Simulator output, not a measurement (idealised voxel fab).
The following is a process module called voxel wiring stack.
Each square cell in cross-section cut measures 5 nm, and the section as a whole is 260 nm wide.
In what follows, cross-sections appear as grids of square cells, described through bands that run from the top down, where every band is one or more rows of cells.
Look at the band entry: it leads with the top's height and the bottom's height in nm. Then it lists the materials left to right, with a width in nm for each. The word "full width" on a single material says that material fills the band edge to edge. The word "blank" is empty space.
The reference from which all heights are counted is 0, the level beneath which the as-received wafer is entirely one material; the lowest band, having no lower bound, proceeds downward and is written after the example "z 0 and below".
When a width is written as two numbers, as in "30..40", the first number is the width in the top row of cells of the band and the second is the width in its bottom row, and the width changes by the same amount from each row to the next.
"left unchanged" means the step left every cell of the cross-section as it was.
The list in "Entrapped voids" covers empty spaces of 8 cells or more that cannot reach the top through any open way, and it gives each as width x height at distance; the distance is from the left edge, and width, height and distance are in nm.
Note: text after step settings on the step line = simulator remark on that step.
Each step line may optionally specify "overlay nm", which for a step with a mask gives the rightward distance between the mask's planned place and where it lay, a negative value indicating the leftward direction.

-- The planned process steps are enumerated hereunder
step 1: RECEIVE | material Si
step 2: CONFORMAL_DEP | material SiO2 | thk nm 15
step 3: CONFORMAL_DEP | material SiN | thk nm 5
step 4: DIRECTIONAL_DEP | material lowk | thk nm 15
step 5: MASKED_ETCH | tone open | mask id METAL_1 | width nm 25 | pitch nm 50 | etch materials lowk | depth nm 15 | overlay nm 0
step 6: MASKED_ETCH | tone open | mask id METAL_1 | width nm 25 | pitch nm 50 | etch materials SiN | depth nm 5 | overlay nm 0
step 7: CONFORMAL_DEP | material TiN | thk nm 5
step 8: FILL_DEP | material W | thk nm 10
step 9: CMP | height nm 35
step 10: EPI | material Ru | thk nm 5
step 11: FILL_DEP | material SiCN | thk nm 5
step 12: DIRECTIONAL_DEP | material lowk | thk nm 35
step 13: PATTERN | tone open | mask id METAL_2_HOLES | material resist | width nm 15 | thk nm 15 | overlay nm 0
step 14: DIRECTIONAL_ETCH | etch materials lowk | depth nm 35
step 15: STRIP | etch materials resist
step 16: DIRECTIONAL_DEP | material aC | thk nm 15
step 17: PATTERN | tone open | mask id METAL_2 | material resist | width nm 25 | pitch nm 50 | thk nm 35 | overlay nm 0
step 18: DIRECTIONAL_ETCH | etch materials aC | depth nm 15
step 19: STRIP | etch materials resist
step 20: DIRECTIONAL_ETCH | etch materials lowk | depth nm 20
step 21: DIRECTIONAL_ETCH | etch materials SiCN | depth nm 5
step 22: STRIP | etch materials aC
step 23: CONFORMAL_DEP | material TiN | thk nm 5
step 24: FILL_DEP | material Cu | thk nm 5
step 25: CMP | height nm 80
step 26: CONFORMAL_DEP | material SiCN | thk nm 5

-- This is the cross-section of the wafer as we received it, i.e. after step 1
* z 0 and below | Si full width
* Entrapped voids: none

-- First wafer of two, sectioned at end of module; run went per plan
* z 85 to 80 | SiCN full width
* z 80 to 65 | lowk=90; TiN=5; Cu=15; TiN=5; lowk=25; TiN=5; Cu=15; TiN=5; lowk=95
* z 65 to 60 | lowk=90; TiN=5; Cu=5; TiN=15; lowk=25; TiN=25; lowk=95
* z 60 to 45 | lowk=90; TiN=5; Cu=5; TiN=5; lowk=155
* z 45 to 40 | SiCN=90; TiN=15; SiCN=155
* z 40 to 35 | SiCN=85; Ru=35; SiCN=15; Ru=35; SiCN=90
* z 35 to 20 | lowk=90; TiN=5; W=15; TiN=5; lowk=25; TiN=5; W=15; TiN=5; lowk=95
* z 20 to 15 | SiN=90; TiN=25; SiN=25; TiN=25; SiN=95
* z 15 to 0 | SiO2 full width
* z 0 and below | Si full width
* Entrapped voids: none

-- Here is the second of the two wafers cut open at the end of the module - same start, same plan as the first one, but we made one mistake running it
* z 85 to 80 | SiCN full width
* z 80 to 65 | lowk=90; TiN=5; Cu=15; TiN=5; lowk=25; TiN=5; Cu=15; TiN=5; lowk=95
* z 65 to 60 | lowk=90; TiN=5; Cu=5; TiN=15; lowk=25; TiN=25; lowk=95
* z 60 to 45 | lowk=90; TiN=5; Cu=5; TiN=5; lowk=155
* z 45 to 40 | SiCN=90; TiN=15; SiCN=155
* z 40 to 35 | Ru full width
* z 35 to 25 | W full width
* z 25 to 20 | TiN=95; W=15; TiN=35; W=15; TiN=100
* z 20 to 15 | SiN=90; TiN=25; SiN=25; TiN=25; SiN=95
* z 15 to 0 | SiO2 full width
* z 0 and below | Si full width
* Entrapped voids: none
Deviation noted in wafer processing: skipped: plan step 4 (never run)
Final comparison by cell count, materials where the second wafer has more or fewer than the first: Ru: 38 more; SiCN: 38 fewer; TiN: 34 more; W: 92 more; lowk: 126 fewer
